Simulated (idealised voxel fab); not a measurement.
The following process module bears the name voxel transistor to metal.
cross-section cut | 175 nm wide | cells 5 nm
In what follows, cross-sections appear as grids of square cells, described through bands that run from the top down, where every band is one or more rows of cells.
Band: top and bottom heights (nm) first, top before bottom; then materials from left to right, widths in nm. "everywhere" marks a sole material filling the band edge to edge. "empty" denotes empty space.
The reference from which all heights are counted is 0, the level beneath which the as-received wafer is entirely one material; the lowest band, having no lower bound, proceeds downward and is written after the example "0 nm and below".
It should be noted that a width expressed as "30..40" varies in equal increments from row to row of cells within the band, taking the value of the first number at the top row and that of the second number at the bottom row.
"stayed the same" means the step left every cell of the cross-section as it was.
Closed-off voids of 8+ cells (no open route to the top) go in "Enclosed cavities", written width x height at distance from the left edge, in nm.
after a step's settings: what the simulator itself notes on the step
overlay nm: how far to the right of its planned place the mask lay on this masked step (negative: to the left).
### The process steps that were planned are listed below
1. op RECEIVE | material Si
2. op OXIDIZE | depth nm 5
3. op CONFORMAL_DEP | material SiN | thk nm 15
4. op PATTERN | tone cover | mask id ACTIVE | material resist | width nm 135 | thk nm 20 | overlay nm 0
5. op DIRECTIONAL_ETCH | etch materials SiN | depth nm 15
6. op DIRECTIONAL_ETCH | etch materials SiO2 | depth nm 5
7. op DIRECTIONAL_ETCH | etch materials Si | depth nm 25
8. op STRIP | etch materials resist
9. op FILL_DEP | material SiO2 | thk nm 15
10. op CMP | height nm 15
11. op SELECTIVE_ETCH | etch materials SiO2 | depth nm 10
12. op STRIP | etch materials SiN
13. op SELECTIVE_ETCH | etch materials SiO2 | depth nm 5
14. op OXIDIZE | depth nm 5
15. op DIRECTIONAL_DEP | material polySi | thk nm 30
16. op DIRECTIONAL_DEP | material SiCN | thk nm 15
17. op PATTERN | tone cover | mask id GATE | material resist | width nm 35 | thk nm 20 | overlay nm 0
18. op DIRECTIONAL_ETCH | etch materials SiCN | depth nm 25
19. op DIRECTIONAL_ETCH | etch materials polySi | depth nm 40
20. op STRIP | etch materials resist
21. op CONFORMAL_DEP | material SiO2 | thk nm 5
22. op DIRECTIONAL_ETCH | etch materials SiO2 | depth nm 5
23. op CONFORMAL_DEP | material SiN | thk nm 10
24. op DIRECTIONAL_ETCH | etch materials SiN | depth nm 10
25. op DIRECTIONAL_ETCH | etch materials SiO2 | depth nm 5
26. op DIRECTIONAL_ETCH | etch materials Si | depth nm 15
27. op EPI | material nSi | thk nm 15
28. op FILL_DEP | material SiO2 | thk nm 5
29. op CMP | height nm 25
30. op STRIP | etch materials polySi
31. op SELECTIVE_ETCH | etch materials SiO2 | depth nm 5
32. op CONFORMAL_DEP | material HfO2 | thk nm 5
33. op CONFORMAL_DEP | material TiN | thk nm 5
34. op FILL_DEP | material W | thk nm 5
35. op CMP | height nm 20
36. op DIRECTIONAL_DEP | material SiO2 | thk nm 10
37. op MASKED_ETCH | tone open | mask id CONTACT | width nm 20 | pitch nm 95 | etch materials SiO2 | depth nm 25 | overlay nm 0
38. op CONFORMAL_DEP | material TiN | thk nm 5
39. op FILL_DEP | material W | thk nm 10
40. op CMP | height nm 30
41. op DIRECTIONAL_DEP | material TiN | thk nm 5
42. op DIRECTIONAL_DEP | material W | thk nm 15
43. op DIRECTIONAL_DEP | material aC | thk nm 10
44. op PATTERN | tone cover | mask id METAL_1 | material resist | width nm 20 | pitch nm 95 | thk nm 30 | overlay nm 0
45. op DIRECTIONAL_ETCH | etch materials aC | depth nm 10
46. op STRIP | etch materials resist
47. op DIRECTIONAL_ETCH | etch materials W | depth nm 15
48. op DIRECTIONAL_ETCH | etch materials TiN | depth nm 5
49. op STRIP | etch materials aC
50. op CONFORMAL_DEP | material SiCN | thk nm 5
51. op FILL_DEP | material lowk | thk nm 10
52. op CMP | height nm 50
53. op CONFORMAL_DEP | material SiCN | thk nm 5
### Cross-section of the wafer as it came to us, i.e., already through step 1
0 nm and below | Si everywhere
Enclosed cavities: none
### Module complete, cross-section. Starting point and plan per above. One mistake made in running the module
55 nm to 50 nm | SiCN everywhere
50 nm to 35 nm | lowk 25, then SiCN 5, then W 20, then SiCN 5, then lowk 65, then SiCN 5, then W 20, then SiCN 5, then lowk 25
35 nm to 30 nm | SiCN 30, then TiN 20, then SiCN 75, then TiN 20, then SiCN 30
30 nm to 20 nm | SiO2 30, then TiN 5, then W 10, then TiN 5, then SiO2 75, then TiN 5, then W 10, then TiN 5, then SiO2 30
20 nm to 10 nm | SiO2 30, then TiN 5, then W 10, then TiN 5, then SiO2 5, then SiN 10, then HfO2 5, then TiN 5, then W 25, then TiN 5, then HfO2 5, then SiN 10, then SiO2 5, then TiN 5, then W 10, then TiN 5, then SiO2 30
10 nm to 5 nm | SiO2 30, then TiN 20, then SiO2 5, then SiN 10, then HfO2 5, then TiN 5, then W 25, then TiN 5, then HfO2 5, then SiN 10, then SiO2 5, then TiN 20, then SiO2 30
5 nm to 0 nm | SiO2 30, then nSi 25, then SiN 10, then HfO2 5, then TiN 5, then W 25, then TiN 5, then HfO2 5, then SiN 10, then nSi 35, then SiO2 20
0 nm to -5 nm | SiO2 25, then SiN 10, then nSi 20, then SiN 10, then HfO2 5, then TiN 35, then HfO2 5, then SiN 10, then nSi 30, then SiN 10, then SiO2 15
-5 nm to -10 nm | SiO2 35, then nSi 20, then SiO2 10, then HfO2 45, then SiO2 10, then nSi 30, then SiO2 25
-10 nm to -25 nm | SiO2 25, then Si 10, then nSi 20, then Si 65, then nSi 30, then Si 10, then SiO2 15
-25 nm to -30 nm | SiO2 25, then Si 135, then SiO2 15
-30 nm and below | Si everywhere
Enclosed cavities: none
Processing error: step 4 ran as: op PATTERN | tone cover | mask id ACTIVE | material resist | width nm 135 | thk nm 20 | overlay nm 5
